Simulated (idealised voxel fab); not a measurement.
Title: Process Module voxel self aligned contacts
Each square cell in cross-section cut measures 5 nm, and the section as a whole is 300 nm wide.
How to read a cross-section here: the picture is a grid of square cells, written as bands going from the top down, and any band can span one or more rows of cells.
Each band's line starts with the height of the band's top and of its bottom, in nm. Then come its materials from left to right, each with its width in nm. One material with "all across" fills the band from edge to edge. "blank" is empty space.
Where do heights start? At 0: under that level the wafer as delivered is made of one material only. And the lowest band has no floor; it just carries on downward, as in "top 0, no bottom".
Graded width ("30->40"): value in top row of band = first number; value in bottom row = second number; row-to-row change constant.
For the purposes of this document, the phrase "no change" attached to a step denotes that no cell within the cross-section was modified by that step.
If an empty space has no open way to the top and is at least 8 cells in size, "Enclosed internal cavities" lists it, written width x height at distance, where distance is measured from the left edge and every value is in nm.
If you see something after the settings on a step's line, that's the simulator's own remark about that step.
overlay nm: for a step with a mask, the amount by which the mask lay right of where it was planned; a negative amount means left of it.

# Process steps - plan
1 RECEIVE, material Si
2 CONFORMAL_DEP, material SiO2, thk nm 5
3 DIRECTIONAL_DEP, material polySi, thk nm 25
4 DIRECTIONAL_DEP, material SiN, thk nm 20
5 DIRECTIONAL_DEP, material aC, thk nm 10
6 PATTERN, tone cover, mask id GATE, material resist, width nm 25, pitch nm 55, thk nm 30, overlay nm 0
7 DIRECTIONAL_ETCH, etch materials aC, depth nm 10
8 STRIP, etch materials resist
9 DIRECTIONAL_ETCH, etch materials SiN, depth nm 20
10 DIRECTIONAL_ETCH, etch materials polySi, depth nm 25
11 STRIP, etch materials aC
12 CONFORMAL_DEP, material SiN, thk nm 5
13 DIRECTIONAL_ETCH, etch materials SiN, depth nm 5
14 FILL_DEP, material SiO2, thk nm 10
15 CMP, height nm 55
16 MASKED_ETCH, tone open, mask id CONTACT, width nm 40, pitch nm 55, etch materials SiO2, depth nm 55, overlay nm 0
17 CONFORMAL_DEP, material TiN, thk nm 5
18 FILL_DEP, material W, thk nm 5
19 CMP, height nm 55
20 CONFORMAL_DEP, material SiCN, thk nm 5

# Cross-sectional view of the wafer in its as-received condition, corresponding to the state after step 1
	top 0, no bottom | Si all across
	Enclosed internal cavities: none

# Look at the cross-section after the module: the wafer started out the way shown above and the plan was the one shown above, yet one mistake was made along the way
	top 60, bottom 55 | SiCN all across
	top 55, bottom 50 | W (70); TiN (30); SiO2 (40); TiN (15); SiO2 (40); TiN (30); W (75)
	top 50, bottom 30 | W (70); TiN (5); SiN (35); SiO2 (20); SiN (35); SiO2 (20); SiN (35); TiN (5); W (75)
	top 30, bottom 5 | W (70); TiN (5); SiN (5); polySi (25); SiN (5); SiO2 (20); SiN (5); polySi (25); SiN (5); SiO2 (20); SiN (5); polySi (25); SiN (5); TiN (5); W (75)
	top 5, bottom 0 | TiN (75); SiO2 (145); TiN (80)
	top 0, no bottom | Si all across
	Enclosed internal cavities: none
Processing error: step 16 ran as: MASKED_ETCH, tone cover, mask id CONTACT, width nm 40, pitch nm 55, etch materials SiO2, depth nm 55, overlay nm 0
